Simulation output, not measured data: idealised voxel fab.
Title: Process Module voxel self aligned vias
The figure presents cross-section cut, which has a width of 275 nm and is divided into square cells with an edge length of 5 nm.
In what follows, cross-sections appear as grids of square cells, described through bands that run from the top down, where every band is one or more rows of cells.
Basically the band line says how high the top is and how high the bottom is, in nm, and then what's in it from left to right, every material with its width in nm. Empty space shows up as "air", and if a single material carries "full width" it runs the full band edge to edge.
Note: height 0 marks the level under which the wafer is uniformly one material as received. Lowest band unbounded below, written "0 down".
With a width like "30..40", each row of cells in the band differs from the next by the same amount, the top row carrying the first number and the bottom row the second.
It should be understood that the words "no change occurred", when stated for a given step, signify that the cross-section underwent no change in any of its cells during that step.
Closed-off voids of 8+ cells (no open route to the top) go in "Enclosed void catalog", written width x height at distance from the left edge, in nm.
That trailing text on a step's line, after the settings, is the simulator's own remark on the step.
overlay nm: mask offset rightward from planned place, masked step; negative means leftward offset.

-- Planned process steps
step 1: RECEIVE (material Si)
step 2: CONFORMAL_DEP (material SiO2; thk nm 10)
step 3: CONFORMAL_DEP (material SiCN; thk nm 5)
step 4: DIRECTIONAL_DEP (material SiO2; thk nm 20)
step 5: MASKED_ETCH (tone open; mask id LINES; width nm 20; pitch nm 50; etch materials SiO2; depth nm 20; overlay nm 0)
step 6: CONFORMAL_DEP (material TiN; thk nm 5)
step 7: FILL_DEP (material W; thk nm 10)
step 8: CMP (height nm 35)
step 9: SELECTIVE_ETCH (etch materials W Ru TiN; depth nm 10)
step 10: FILL_DEP (material SiN; thk nm 10)
step 11: CMP (height nm 35)
step 12: DIRECTIONAL_DEP (material SiO2; thk nm 15)
step 13: PATTERN (tone open; mask id VIAS; material resist; width nm 30; thk nm 15; overlay nm 0)
step 14: DIRECTIONAL_ETCH (etch materials SiO2; depth nm 15)
step 15: DIRECTIONAL_ETCH (etch materials SiN; depth nm 10)
step 16: STRIP (etch materials resist)
step 17: CONFORMAL_DEP (material TiN; thk nm 5)
step 18: FILL_DEP (material Ru; thk nm 5)
step 19: CMP (height nm 50)
step 20: CONFORMAL_DEP (material SiN; thk nm 5)

-- Incoming wafer, cross-sectional view, post step 1
> 0 down  Si full width
> Enclosed void catalog: none

-- As-planned run: cross-section of the first of two wafers at end of module
> 55 to 50  SiN full width
> 50 to 40  95 SiO2; 5 TiN; 20 Ru; 5 TiN; 150 SiO2
> 40 to 35  95 SiO2; 10 TiN; 10 Ru; 10 TiN; 150 SiO2
> 35 to 30  100 SiO2; 5 TiN; 10 Ru; 5 TiN; 30 SiO2; 20 SiN; 105 SiO2
> 30 to 25  100 SiO2; 20 TiN; 30 SiO2; 20 SiN; 105 SiO2
> 25 to 20  100 SiO2; 5 TiN; 10 W; 5 TiN; 30 SiO2; 5 TiN; 10 W; 5 TiN; 105 SiO2
> 20 to 15  100 SiO2; 20 TiN; 30 SiO2; 20 TiN; 105 SiO2
> 15 to 10  SiCN full width
> 10 to 0  SiO2 full width
> 0 down  Si full width
> Enclosed void catalog: none

-- End of module, second wafer, cross-section. Started like the first, planned like the first, run with one mistake
> 55 to 50  SiN full width
> 50 to 40  100 SiO2; 5 TiN; 15 Ru; 5 TiN; 150 SiO2
> 40 to 35  100 SiO2; 5 TiN; 10 Ru; 10 TiN; 150 SiO2
> 35 to 30  100 SiO2; 5 TiN; 10 Ru; 5 TiN; 30 SiO2; 20 SiN; 105 SiO2
> 30 to 25  100 SiO2; 20 TiN; 30 SiO2; 20 SiN; 105 SiO2
> 25 to 20  100 SiO2; 5 TiN; 10 W; 5 TiN; 30 SiO2; 5 TiN; 10 W; 5 TiN; 105 SiO2
> 20 to 15  100 SiO2; 20 TiN; 30 SiO2; 20 TiN; 105 SiO2
> 15 to 10  SiCN full width
> 10 to 0  SiO2 full width
> 0 down  Si full width
> Enclosed void catalog: none
Where did the run depart from the plan? contrary to plan, step 13 was performed as PATTERN (tone open; mask id VIAS; material resist; width nm 25; thk nm 15; overlay nm 0)
It is noted that, at the conclusion of processing, the second wafer exhibits a higher or lower cell count for certain materials relative to the first: Ru: 2 fewer; SiO2: 3 more; TiN: 1 fewer
